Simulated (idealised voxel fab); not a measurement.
The name of this process module is voxel wiring stack.
We display cut, a cross-section 250 nm in width whose square cells are each 5 nm.
Cross-sections here: square-cell grids, written as top-down lists of bands, a band being one or more rows of cells.
For a band, the entry starts with two heights in nm, that of the top and then that of the bottom, and carries on with the band's materials in order from left to right, each alongside its width in nm; the word "everywhere" beside a single material means it fills the band edge to edge, and "blank" means empty space.
Height is counted from the level 0, under which the received wafer is composed throughout of one material. The lowest of the bands is not closed at the bottom but continues downward, in the notation "top 0, no bottom".
You'd read "30..40" like this: the band's top row of cells is as wide as the first number, its bottom row is as wide as the second, and going down, every row changes width by the same amount as the row before did.
Given "no alteration" for a step, no cell of the cross-section differs between before and after that step.
The list in "Enclosed void inventory" covers empty spaces of 8 cells or more that cannot reach the top through any open way, and it gives each as width x height at distance; the distance is from the left edge, and width, height and distance are in nm.
On each step's line, the part that comes after the settings is the simulator's own comment on the step.
For masked steps, "overlay nm" on the step line gives how far right of plan the mask actually lay; a minus sign means it lay to the left.

-- The steps planned for the process are as follows
1 RECEIVE, material Si
2 CONFORMAL_DEP, material SiO2, thk nm 10
3 DIRECTIONAL_DEP, material TiN, thk nm 5
4 DIRECTIONAL_DEP, material W, thk nm 15
5 DIRECTIONAL_DEP, material aC, thk nm 10
6 PATTERN, tone cover, mask id METAL_1, material resist, width nm 30, pitch nm 50, thk nm 25, overlay nm 0
7 DIRECTIONAL_ETCH, etch materials aC, depth nm 10
8 STRIP, etch materials resist
9 DIRECTIONAL_ETCH, etch materials W, depth nm 15
10 DIRECTIONAL_ETCH, etch materials TiN, depth nm 5
11 STRIP, etch materials aC
12 FILL_DEP, material lowk, thk nm 5
13 CMP, height nm 30
14 CONFORMAL_DEP, material SiCN, thk nm 5
15 DIRECTIONAL_DEP, material lowk, thk nm 25
16 DIRECTIONAL_DEP, material aC, thk nm 10
17 PATTERN, tone open, mask id METAL_2, material resist, width nm 30, pitch nm 50, thk nm 25, overlay nm 0
18 DIRECTIONAL_ETCH, etch materials aC, depth nm 10
19 STRIP, etch materials resist
20 DIRECTIONAL_ETCH, etch materials lowk, depth nm 15
21 STRIP, etch materials aC
22 MASKED_ETCH, tone open, mask id METAL_2_HOLES, width nm 15, pitch nm 50, etch materials lowk, depth nm 10, overlay nm -15
23 MASKED_ETCH, tone open, mask id METAL_2_HOLES, width nm 15, pitch nm 50, etch materials SiCN, depth nm 5, overlay nm 0
24 CONFORMAL_DEP, material TiN, thk nm 5
25 FILL_DEP, material Cu, thk nm 10
26 CMP, height nm 60
27 CONFORMAL_DEP, material SiCN, thk nm 5
28 DIRECTIONAL_DEP, material SiO2, thk nm 15
29 PATTERN, tone open, mask id PLUG_2, material resist, width nm 15, pitch nm 50, thk nm 15, overlay nm 0
30 DIRECTIONAL_ETCH, etch materials SiO2, depth nm 15
31 DIRECTIONAL_ETCH, etch materials SiCN, depth nm 5
32 STRIP, etch materials resist
33 EPI, material Ru, thk nm 10
34 EPI, material Ru, thk nm 10
35 DIRECTIONAL_DEP, material TiN, thk nm 5
36 DIRECTIONAL_DEP, material Ru, thk nm 25
37 MASKED_ETCH, tone cover, mask id METAL_3, width nm 30, pitch nm 50, etch materials Ru, depth nm 25, overlay nm 0
38 MASKED_ETCH, tone cover, mask id METAL_3, width nm 30, pitch nm 50, etch materials TiN, depth nm 5, overlay nm 0
39 CONFORMAL_DEP, material SiCN, thk nm 5
40 FILL_DEP, material lowk, thk nm 5
41 CMP, height nm 110
42 CONFORMAL_DEP, material SiCN, thk nm 5
Every wafer here starts from the same state; it is the step 22 overlay nm that distinguishes them, and the value the plan gives belongs to the first wafer.

-- Cut through the first of several wafers as received, post step 1
	top 0, no bottom  Si everywhere
	Enclosed void inventory: none

-- The first of several wafers, seen in cross-section after the module's last step, step 42
	top 115, bottom 110  SiCN everywhere
	top 110, bottom 85  55 nm lowk  5 nm SiCN  30 nm Ru  5 nm SiCN  10 nm lowk  5 nm SiCN  30 nm Ru  5 nm SiCN  10 nm lowk  5 nm SiCN  30 nm Ru  5 nm SiCN  55 nm lowk
	top 85, bottom 80  60 nm SiCN  30 nm TiN  20 nm SiCN  30 nm TiN  20 nm SiCN  30 nm TiN  60 nm SiCN
	top 80, bottom 65  60 nm SiO2  15 nm Ru  35 nm SiO2  15 nm Ru  35 nm SiO2  15 nm Ru  75 nm SiO2
	top 65, bottom 60  60 nm SiCN  15 nm Ru  35 nm SiCN  15 nm Ru  35 nm SiCN  15 nm Ru  75 nm SiCN
	top 60, bottom 50  45 nm lowk  5..20 nm TiN  35..20 nm Cu  5 nm TiN  5 nm lowk  5..20 nm TiN  35..20 nm Cu  5 nm TiN  5 nm lowk  5..20 nm TiN  35..20 nm Cu  5 nm TiN  60 nm lowk
	top 50, bottom 45  60 nm lowk  30 nm TiN  20 nm lowk  30 nm TiN  20 nm lowk  30 nm TiN  60 nm lowk
	top 45, bottom 35  lowk everywhere
	top 35, bottom 30  SiCN everywhere
	top 30, bottom 15  60 nm lowk  30 nm W  20 nm lowk  30 nm W  20 nm lowk  30 nm W  60 nm lowk
	top 15, bottom 10  60 nm lowk  30 nm TiN  20 nm lowk  30 nm TiN  20 nm lowk  30 nm TiN  60 nm lowk
	top 10, bottom 0  SiO2 everywhere
	top 0, no bottom  Si everywhere
	Enclosed void inventory: none

-- Sectional view of the last wafer upon completion of the module
	top 115, bottom 110  SiCN everywhere
	top 110, bottom 85  55 nm lowk  5 nm SiCN  30 nm Ru  5 nm SiCN  10 nm lowk  5 nm SiCN  30 nm Ru  5 nm SiCN  10 nm lowk  5 nm SiCN  30 nm Ru  5 nm SiCN  55 nm lowk
	top 85, bottom 80  60 nm SiCN  30 nm TiN  20 nm SiCN  30 nm TiN  20 nm SiCN  30 nm TiN  60 nm SiCN
	top 80, bottom 65  60 nm SiO2  15 nm Ru  35 nm SiO2  15 nm Ru  35 nm SiO2  15 nm Ru  75 nm SiO2
	top 65, bottom 60  60 nm SiCN  15 nm Ru  35 nm SiCN  15 nm Ru  35 nm SiCN  15 nm Ru  75 nm SiCN
	top 60, bottom 50  60 nm lowk  5 nm TiN  20 nm Cu  5 nm TiN  20 nm lowk  5 nm TiN  20 nm Cu  5 nm TiN  20 nm lowk  5 nm TiN  20 nm Cu  5 nm TiN  60 nm lowk
	top 50, bottom 40  60..75 nm lowk  20..5 nm TiN  5 nm Cu  5 nm TiN  20..35 nm lowk  20..5 nm TiN  5 nm Cu  5 nm TiN  20..35 nm lowk  20..5 nm TiN  5 nm Cu  5 nm TiN  60 nm lowk
	top 40, bottom 35  75 nm lowk  15 nm TiN  35 nm lowk  15 nm TiN  35 nm lowk  15 nm TiN  60 nm lowk
	top 35, bottom 30  SiCN everywhere
	top 30, bottom 15  60 nm lowk  30 nm W  20 nm lowk  30 nm W  20 nm lowk  30 nm W  60 nm lowk
	top 15, bottom 10  60 nm lowk  30 nm TiN  20 nm lowk  30 nm TiN  20 nm lowk  30 nm TiN  60 nm lowk
	top 10, bottom 0  SiO2 everywhere
	top 0, no bottom  Si everywhere
	Enclosed void inventory: none

-- So in this table every wafer gets its own row, and what you see is where it stands at the end of the module: for each material, how many cells it picked up (+) or gave up (-) since we received it, and after that its closed voids
overlay nm -15, +33 Cu, +126 Ru, +203 SiCN, +223 SiO2, +75 TiN, +54 W, +436 lowk, Enclosed void inventory: none
overlay nm -10, +30 Cu, +126 Ru, +200 SiCN, +223 SiO2, +81 TiN, +54 W, +436 lowk, Enclosed void inventory: none
overlay nm -5, +27 Cu, +126 Ru, +197 SiCN, +223 SiO2, +87 TiN, +54 W, +436 lowk, Enclosed void inventory: none
overlay nm 0, +33 Cu, +126 Ru, +194 SiCN, +223 SiO2, +84 TiN, +54 W, +436 lowk, Enclosed void inventory: none
overlay nm 5, +30 Cu, +126 Ru, +197 SiCN, +223 SiO2, +84 TiN, +54 W, +436 lowk, Enclosed void inventory: none
overlay nm 10, +30 Cu, +126 Ru, +200 SiCN, +223 SiO2, +81 TiN, +54 W, +436 lowk, Enclosed void inventory: none
overlay nm 15, +30 Cu, +126 Ru, +203 SiCN, +223 SiO2, +78 TiN, +54 W, +436 lowk, Enclosed void inventory: none
